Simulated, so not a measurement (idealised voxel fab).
Documented hereafter: the process module known as voxel gate over fins.
The cross-section shown here is cut; it is 180 nm wide and divided into square cells measuring 5 nm on a side.
Heads up, the way a cross-section reads in here is a grid of square cells, handed over as bands from the top down, with every band being one or more rows of cells.
This entry defines a band. It first specifies the height of the band's top and the height of its bottom in nm, and then specifies the band's materials from left to right, stating each material with its width in nm. The word "everywhere" identifies a single material that fills the band from edge to edge, while the word "blank" identifies empty space.
We count height from 0. Below that, the starting wafer is all one material. The lowest band never ends at the bottom but goes on down; see "0 nm and below" for how that is written.
When a width is written as two numbers, as in "30 to 40", the first number is the width in the top row of cells of the band and the second is the width in its bottom row, and the width changes by the same amount from each row to the next.
"left unchanged" -> step changed no cross-section cell.
Entry "Sealed voids" = empty spaces >= 8 cells with no open way to the top; each as width x height at distance, distance from left edge, all nm.
Post-settings text on a step line: simulator's own remark regarding the step.
You can add "overlay nm" to a step's line. For a step with a mask, it describes how far the mask lay to the right of its planned position, and a negative number describes a lay to the left.

# These are the steps we planned for the process
- 1: RECEIVE, material Si
- 2: CONFORMAL_DEP, material SiN, thk nm 10
- 3: MASKED_ETCH, tone cover, mask id FINS, width nm 15, pitch nm 60, etch materials SiN, depth nm 10, overlay nm 0
- 4: MASKED_ETCH, tone cover, mask id FINS, width nm 15, pitch nm 60, etch materials Si, depth nm 35, overlay nm 0
- 5: FILL_DEP, material SiO2, thk nm 15
- 6: CMP, height nm 10
- 7: MASKED_ETCH, tone open, mask id RAIL, width nm 15, etch materials SiO2, depth nm 40, overlay nm 0
- 8: CONFORMAL_DEP, material TiN, thk nm 5
- 9: FILL_DEP, material W, thk nm 10
- 10: CMP, height nm 10
- 11: SELECTIVE_ETCH, etch materials W Ru TiN, depth nm 25
- 12: FILL_DEP, material SiO2, thk nm 5
- 13: CMP, height nm 10
- 14: SELECTIVE_ETCH, etch materials SiO2, depth nm 20
- 15: STRIP, etch materials SiN
- 16: CONFORMAL_DEP, material HfO2, thk nm 5
- 17: CONFORMAL_DEP, material TiN, thk nm 5
- 18: FILL_DEP, material W, thk nm 10
- 19: CMP, height nm 15
- 20: CONFORMAL_DEP, material SiCN, thk nm 10

# Cross-section of the incoming wafer, state after step 1
- 0 nm and below | Si everywhere
- Sealed voids: none

# Final wafer profile in cross-section after the module, from the same start and plan as above, with one mistake made during processing
- 25 nm to 15 nm | SiCN everywhere
- 15 nm to 10 nm | W everywhere
- 10 nm to 5 nm | W (40) / TiN (35) / W (25) / TiN (35) / W (45)
- 5 nm to 0 nm | W (40) / TiN (5) / SiO2 (25) / TiN (5) / W (25) / TiN (5) / SiO2 (25) / TiN (5) / W (45)
- 0 nm to -5 nm | TiN (45) / SiO2 (5) / Si (15) / SiO2 (5) / TiN (35) / SiO2 (5) / Si (15) / SiO2 (5) / TiN (50)
- -5 nm to -15 nm | SiO2 (50) / Si (15) / SiO2 (45) / Si (15) / SiO2 (55)
- -15 nm to -25 nm | SiO2 (50) / Si (15) / SiO2 (15) / TiN (5) / W (5) / TiN (5) / SiO2 (15) / Si (15) / SiO2 (55)
- -25 nm to -30 nm | SiO2 (50) / Si (15) / SiO2 (15) / TiN (15) / SiO2 (15) / Si (15) / SiO2 (55)
- -30 nm to -35 nm | SiO2 (50) / Si (15) / SiO2 (45) / Si (15) / SiO2 (55)
- -35 nm and below | Si everywhere
- Sealed voids: none
What went wrong in running the wafer? step 16 was run on a setting that differed from the plan, and what really ran there is CONFORMAL_DEP, material SiO2, thk nm 5
